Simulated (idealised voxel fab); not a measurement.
process module | voxel self aligned vias
cross-section cut | 205 nm wide | cells 5 nm
A cross-section is a grid of square cells, given in bands from the top down. A band is one or more rows of cells.
Each band's line starts with the height of the band's top and of its bottom, in nm. Then come its materials from left to right, each with its width in nm. One material with "throughout" fills the band from edge to edge. "air" is empty space.
Height 0 is the level under which the wafer as received is all one material. The lowest band goes on downwards, as in "0 down".
A width such as "30 to 40" changes by the same amount from each row of cells to the next, from the band's top row to its bottom row.
"no change" after a step means that no cell of the cross-section changed.
closed voids: empty space of 8 cells or more with no open way to the top, each as width x height at its distance from the left edge, in nm
after a step's settings: what the simulator itself notes on the step
overlay nm, on a step with a mask: how far to the right of its planned place the mask lay; to the left if negative
plan
1 op RECEIVE | material Si
2 op CONFORMAL_DEP | material SiO2 | thk nm 10
3 op CONFORMAL_DEP | material SiCN | thk nm 5
4 op DIRECTIONAL_DEP | material lowk | thk nm 30
5 op PATTERN | tone open | mask id LINES | material resist | width nm 20 | pitch nm 55 | thk nm 15 | overlay nm 0
6 op DIRECTIONAL_ETCH | etch materials lowk | depth nm 30
7 op STRIP | etch materials resist
8 op CONFORMAL_DEP | material TiN | thk nm 5
9 op FILL_DEP | material W | thk nm 5
10 op CMP | height nm 45
11 op SELECTIVE_ETCH | etch materials W Ru TiN | depth nm 10
12 op FILL_DEP | material SiN | thk nm 10
13 op CMP | height nm 45
14 op DIRECTIONAL_DEP | material lowk | thk nm 20
15 op DIRECTIONAL_DEP | material aC | thk nm 10
16 op PATTERN | tone open | mask id VIAS | material resist | width nm 30 | pitch nm 55 | thk nm 30 | overlay nm 0
17 op DIRECTIONAL_ETCH | etch materials aC | depth nm 10
18 op STRIP | etch materials resist
19 op DIRECTIONAL_ETCH | etch materials lowk | depth nm 20
20 op DIRECTIONAL_ETCH | etch materials SiN | depth nm 10
21 op STRIP | etch materials aC
22 op CONFORMAL_DEP | material TiN | thk nm 5
23 op FILL_DEP | material Ru | thk nm 5
24 op CMP | height nm 65
25 op CONFORMAL_DEP | material SiCN | thk nm 5
as received, after step 1
  0 down: Si throughout
  closed voids: none
first wafer at the end, as planned
  70 to 65: SiCN throughout
  65 to 50: lowk 30 | TiN 5 | Ru 20 | TiN 5 | lowk 25 | TiN 5 | Ru 20 | TiN 5 | lowk 25 | TiN 5 | Ru 20 | TiN 5 | lowk 35
  50 to 40: lowk 30 to 35 | TiN 10 to 5 | Ru 10 | TiN 10 to 5 | lowk 25 to 35 | TiN 10 to 5 | Ru 10 | TiN 10 to 5 | lowk 25 to 35 | TiN 10 to 5 | Ru 10 | TiN 10 to 5 | lowk 35 to 40
  40 to 35: lowk 35 | TiN 20 | lowk 35 | TiN 20 | lowk 35 | TiN 20 | lowk 40
  35 to 20: lowk 35 | TiN 5 | W 10 | TiN 5 | lowk 35 | TiN 5 | W 10 | TiN 5 | lowk 35 | TiN 5 | W 10 | TiN 5 | lowk 40
  20 to 15: lowk 35 | TiN 20 | lowk 35 | TiN 20 | lowk 35 | TiN 20 | lowk 40
  15 to 10: SiCN throughout
  10 to 0: SiO2 throughout
  0 down: Si throughout
  closed voids: none
second wafer at the end: like start, like plan, one mistake
  70 to 65: SiCN throughout
  65 to 40: lowk 30 | TiN 5 | Ru 20 | TiN 5 | lowk 25 | TiN 5 | Ru 20 | TiN 5 | lowk 25 | TiN 5 | Ru 20 | TiN 5 | lowk 35
  40 to 35: lowk 30 | TiN 30 | lowk 25 | TiN 30 | lowk 25 | TiN 30 | lowk 35
  35 to 25: lowk 30 | TiN 10 | W 10 | TiN 10 | lowk 25 | TiN 10 | W 10 | TiN 10 | lowk 25 | TiN 10 | W 10 | TiN 10 | lowk 35
  25 to 20: lowk 35 | TiN 5 | W 10 | TiN 5 | lowk 35 | TiN 5 | W 10 | TiN 5 | lowk 35 | TiN 5 | W 10 | TiN 5 | lowk 40
  20 to 15: lowk 35 | TiN 20 | lowk 35 | TiN 20 | lowk 35 | TiN 20 | lowk 40
  15 to 10: SiCN throughout
  10 to 0: SiO2 throughout
  0 down: Si throughout
  closed voids: none
what went wrong: step 19 was run twice
at the end the second wafer has, in cells: 12 more of Ru | 12 more of TiN | 24 fewer of lowk
